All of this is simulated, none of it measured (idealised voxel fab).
The process module presented herein is designated voxel double patterning.
Cross-sectional view cut (width: 240 nm; square cell size: 5 nm).
Throughout this document, each cross-section is represented as a grid of square cells and is presented as a sequence of bands enumerated from the top downward, where a band comprises one or more rows of cells. First you get the band's top height and its bottom height, in nm, and then the materials it's made of, left to right, with each width in nm. If you see a single material with "everywhere", that one covers the band edge to edge. "blank" is empty space. Convention: height 0 is the level below which the wafer, as received, is all one material. The lowest band does not terminate at the bottom but continues downward, represented as "0 nm and below". When a width is written as two numbers, as in "30..40", the first number is the width in the top row of cells of the band and the second is the width in its bottom row, and the width changes by the same amount from each row to the next. "left unchanged", as given for a step, is the statement that not any cell of the cross-section underwent a change during that step. In the "Sealed voids" entry, you get each enclosed empty space of 8 cells or more, one with no open way to the top, written width x height at distance, distance from the left edge, in nm. It should be noted that, on the line of a given step, the content following the step's settings is a remark produced by the simulator itself with respect to that step. Regarding "overlay nm": on a step with a mask, it is the distance the mask lay to the right of its planned place; a negative value places it to the left.

**Steps planned for the process**
1. RECEIVE with material Si
2. CONFORMAL_DEP with material SiO2, thk nm 10
3. DIRECTIONAL_DEP with material polySi, thk nm 15
4. DIRECTIONAL_DEP with material SiN, thk nm 10
5. MASKED_ETCH with tone open, mask id FIRST, width nm 15, pitch nm 50, etch materials SiN, depth nm 10, overlay nm 0
6. MASKED_ETCH with tone open, mask id SECOND, width nm 15, pitch nm 50, etch materials SiN, depth nm 10, overlay nm 0
7. DIRECTIONAL_ETCH with etch materials polySi, depth nm 15
8. STRIP with etch materials SiN

**Of two wafers, the first: run according to plan**

**Cross-sectional view of the wafer in its as-received condition, corresponding to the state after step 1**
0 nm and below: Si everywhere
Sealed voids: none

**Wafer xsec, post step 2**
10 nm to 0 nm: SiO2 everywhere
Anything lower than 0 is untouched.

**Wafer xsec, post step 3**
25 nm to 10 nm: polySi everywhere
Anything lower than 10 is untouched.

**Wafer xsec, post step 4**
35 nm to 25 nm: SiN everywhere
Anything lower than 25 is untouched.

**Wafer xsec, post step 5**
35 nm to 25 nm: SiN 60 nm, blank 15 nm, SiN 35 nm, blank 15 nm, SiN 35 nm, blank 15 nm, SiN 65 nm
Anything lower than 25 is untouched.

**Wafer xsec, post step 6**
35 nm to 25 nm: SiN 60 nm, blank 15 nm, SiN 10 nm, blank 15 nm, SiN 10 nm, blank 15 nm, SiN 10 nm, blank 15 nm, SiN 10 nm, blank 15 nm, SiN 65 nm
Anything lower than 25 is untouched.

**Wafer xsec, post step 7**
35 nm to 25 nm: SiN 60 nm, blank 15 nm, SiN 10 nm, blank 15 nm, SiN 10 nm, blank 15 nm, SiN 10 nm, blank 15 nm, SiN 10 nm, blank 15 nm, SiN 65 nm
25 nm to 10 nm: polySi 60 nm, blank 15 nm, polySi 10 nm, blank 15 nm, polySi 10 nm, blank 15 nm, polySi 10 nm, blank 15 nm, polySi 10 nm, blank 15 nm, polySi 65 nm
Anything lower than 10 is untouched.

**Wafer xsec, post step 8**
25 nm to 10 nm: polySi 60 nm, blank 15 nm, polySi 10 nm, blank 15 nm, polySi 10 nm, blank 15 nm, polySi 10 nm, blank 15 nm, polySi 10 nm, blank 15 nm, polySi 65 nm
Anything lower than 10 is untouched.

**Wafer two of two - same starting point, same process plan, one mistake in execution; matches wafer one up to and including step 6**

**Second wafer: cross-section at the scheduled end of step 7**
35 nm to 25 nm: SiN 60 nm, blank 15 nm, SiN 10 nm, blank 15 nm, SiN 10 nm, blank 15 nm, SiN 10 nm, blank 15 nm, SiN 10 nm, blank 15 nm, SiN 65 nm
25 nm to 20 nm: polySi 60 nm, blank 15 nm, polySi 10 nm, blank 15 nm, polySi 10 nm, blank 15 nm, polySi 10 nm, blank 15 nm, polySi 10 nm, blank 15 nm, polySi 65 nm
Anything lower than 20 is untouched.

**Second wafer: cross-section at the scheduled end of step 8**
25 nm to 20 nm: polySi 60 nm, blank 15 nm, polySi 10 nm, blank 15 nm, polySi 10 nm, blank 15 nm, polySi 10 nm, blank 15 nm, polySi 10 nm, blank 15 nm, polySi 65 nm
Anything lower than 20 is untouched.
The plan and the run diverged here: for step 7, the planned setting was not used; the step was instead run as DIRECTIONAL_ETCH with etch materials polySi, depth nm 5
Looking at both finished wafers in cells, the second ends up ahead of or behind the first on some materials: +30 polySi
